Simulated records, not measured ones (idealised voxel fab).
Herein follows the process module entitled voxel plated lines.
We display cut, a cross-section 195 nm in width whose square cells are each 5 nm.
Reading order for cross-sections: top band down to bottom band. Underlying form: a grid of square cells. Band size: one or more rows of cells.
Within each band entry, the heights of the top and of the bottom of the band appear first, in that order and in nm; the materials of the band then follow from left to right, each with its corresponding width in nm. The designation "full width" on a single material indicates that it fills the band from edge to edge; the designation "blank" indicates empty space.
Convention: height 0 is the level below which the wafer, as received, is all one material. The lowest band does not terminate at the bottom but continues downward, represented as "0 down".
Per-row width for "30 to 40": begins at first number (top row of band), ends at second number (bottom row), increment between rows held constant.
When a step is marked "changes: none", none of the cells in the cross-section changed during that step.
Listed in "Voids, sealed": every empty space of 8 or more cells without an open way to the top. Form: width x height at distance, the distance being from the left edge, all in nm.
It should be noted that, on the line of a given step, the content following the step's settings is a remark produced by the simulator itself with respect to that step.
overlay nm: mask right of planned place by this much (step with mask). Neg. = left.
Process steps - plan
1. RECEIVE: material Si
2. CONFORMAL_DEP: material SiN, thk nm 10
3. DIRECTIONAL_DEP: material TiN, thk nm 5
4. PATTERN: tone open, mask id LINES, material resist, width nm 15, pitch nm 35, thk nm 35, overlay nm 0
5. EPI: material Ru, thk nm 10
6. EPI: material Ru, thk nm 5
7. EPI: material Ru, thk nm 10
8. STRIP: etch materials resist
9. DIRECTIONAL_ETCH: etch materials TiN, depth nm 5
10. CONFORMAL_DEP: material SiCN, thk nm 5
as received, after step 1
	0 down: Si full width
	Voids, sealed: none
Figure: cross-sectional view of the wafer upon completion of the module, processed from the initial state and according to the plan depicted above, with one error introduced during execution
	55 to 50: blank: 65 | SiCN: 25 | blank: 10 | SiCN: 25 | blank: 70
	50 to 25: blank: 65 | SiCN: 5 | Ru: 15 | SiCN: 5 | blank: 10 | SiCN: 5 | Ru: 15 | SiCN: 5 | blank: 70
	25 to 20: SiCN: 70 | TiN: 15 | SiCN: 20 | TiN: 15 | SiCN: 75
	20 to 10: TiN full width
	10 to 0: SiN full width
	0 down: Si full width
	Voids, sealed: none
So what did we get wrong on this run? step 3 was not run as planned; what actually ran was DIRECTIONAL_DEP: material TiN, thk nm 15
